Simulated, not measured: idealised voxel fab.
This section sets out a process module, namely voxel capacitor over wiring.
It is cross-section cut that appears here, measuring 230 nm in width, its square cells being 5 nm in size.
Cross-section layout: square cells on a grid; listed as bands, top to bottom; a band spans one or more cell rows.
Band: top height; bottom height; in nm. Then, left to right: material with width in nm, for each material. "all across": a single material spanning edge to edge. "air": empty space.
Zero point of the height axis is 0; under it, received wafer = one material. Lowest band: continues down indefinitely, "0 and below".
A width given as "30->40" starts at the first number in the band's top row and ends at the second number in its bottom row, shifting by an equal amount at every step from row to row.
The cross-section has no changed cell in any step marked "everything unchanged".
"Fully closed voids" means: voids of 8 cells or more that are shut off from the top with no open way through. Written width x height at distance, distance from the left edge, in nm.
It should be noted that, on the line of a given step, the content following the step's settings is a remark produced by the simulator itself with respect to that step.
overlay nm: for a step with a mask, the amount by which the mask lay right of where it was planned; a negative amount means left of it.
### The planned process steps are enumerated hereunder
1 RECEIVE with material Si
2 CONFORMAL_DEP with material SiO2, thk nm 15
3 CONFORMAL_DEP with material SiCN, thk nm 5
4 DIRECTIONAL_DEP with material lowk, thk nm 25
5 DIRECTIONAL_DEP with material aC, thk nm 15
6 PATTERN with tone open, mask id METAL_1, material resist, width nm 25, pitch nm 95, thk nm 35, overlay nm 0
7 DIRECTIONAL_ETCH with etch materials aC, depth nm 15
8 STRIP with etch materials resist
9 DIRECTIONAL_ETCH with etch materials lowk, depth nm 25
10 DIRECTIONAL_ETCH with etch materials SiCN, depth nm 5
11 STRIP with etch materials aC
12 CONFORMAL_DEP with material TiN, thk nm 5
13 FILL_DEP with material Ru, thk nm 5
14 CMP with height nm 45
15 CONFORMAL_DEP with material SiCN, thk nm 5
16 DIRECTIONAL_DEP with material lowk, thk nm 15
17 DIRECTIONAL_DEP with material aC, thk nm 15
18 PATTERN with tone open, mask id PLUG_1, material resist, width nm 15, thk nm 30, overlay nm 0
19 DIRECTIONAL_ETCH with etch materials aC, depth nm 15
20 STRIP with etch materials resist
21 DIRECTIONAL_ETCH with etch materials lowk, depth nm 15
22 DIRECTIONAL_ETCH with etch materials SiCN, depth nm 5
23 STRIP with etch materials aC
24 CONFORMAL_DEP with material TiN, thk nm 5
25 FILL_DEP with material W, thk nm 5
26 CMP with height nm 65
27 DIRECTIONAL_DEP with material TiN, thk nm 5
28 DIRECTIONAL_DEP with material Al2O3, thk nm 5
29 DIRECTIONAL_DEP with material TiN, thk nm 5
30 DIRECTIONAL_DEP with material aC, thk nm 10
31 PATTERN with tone cover, mask id UPPER_PLATE, material resist, width nm 75, thk nm 30, overlay nm 0
32 DIRECTIONAL_ETCH with etch materials aC, depth nm 10
33 STRIP with etch materials resist
34 DIRECTIONAL_ETCH with etch materials TiN, depth nm 5
35 DIRECTIONAL_ETCH with etch materials Al2O3, depth nm 5
36 STRIP with etch materials aC
37 MASKED_ETCH with tone cover, mask id LOWER_PLATE, width nm 85, etch materials TiN, depth nm 5, overlay nm 0
38 FILL_DEP with material SiO2, thk nm 20
39 CMP with height nm 95
40 PATTERN with tone open, mask id PLUG_2, material resist, width nm 15, thk nm 15, overlay nm 0
41 DIRECTIONAL_ETCH with etch materials SiO2, depth nm 15
42 STRIP with etch materials resist
43 CONFORMAL_DEP with material TiN, thk nm 5
44 FILL_DEP with material Cu, thk nm 5
45 CMP with height nm 95
46 CONFORMAL_DEP with material SiCN, thk nm 5
### as received, after step 1
    0 and below: Si all across
    Fully closed voids: none
### Cross-section at module end, one run error; start and plan unchanged from above
    100 down to 95: SiCN all across
    95 down to 85: 75 SiO2; 5 TiN; 5 Cu; 5 TiN; 140 SiO2
    85 down to 75: 75->65 SiO2; 15->75 TiN; 140->90 SiO2
    75 down to 70: 60 SiO2; 85 TiN; 85 SiO2
    70 down to 65: TiN all across
    65 down to 50: 65 lowk; 5 TiN; 5 W; 5 TiN; 150 lowk
    50 down to 45: 65 SiCN; 15 TiN; 150 SiCN
    45 down to 20: 55 lowk; 5 TiN; 15 Ru; 5 TiN; 70 lowk; 5 TiN; 15 Ru; 5 TiN; 55 lowk
    20 down to 15: 55 SiCN; 25 TiN; 70 SiCN; 25 TiN; 55 SiCN
    15 down to 0: SiO2 all across
    0 and below: Si all across
    Fully closed voids: none
Which mistake was made when the wafer was run? in deviation from the planned setting, step 28 was conducted as DIRECTIONAL_DEP with material TiN, thk nm 5
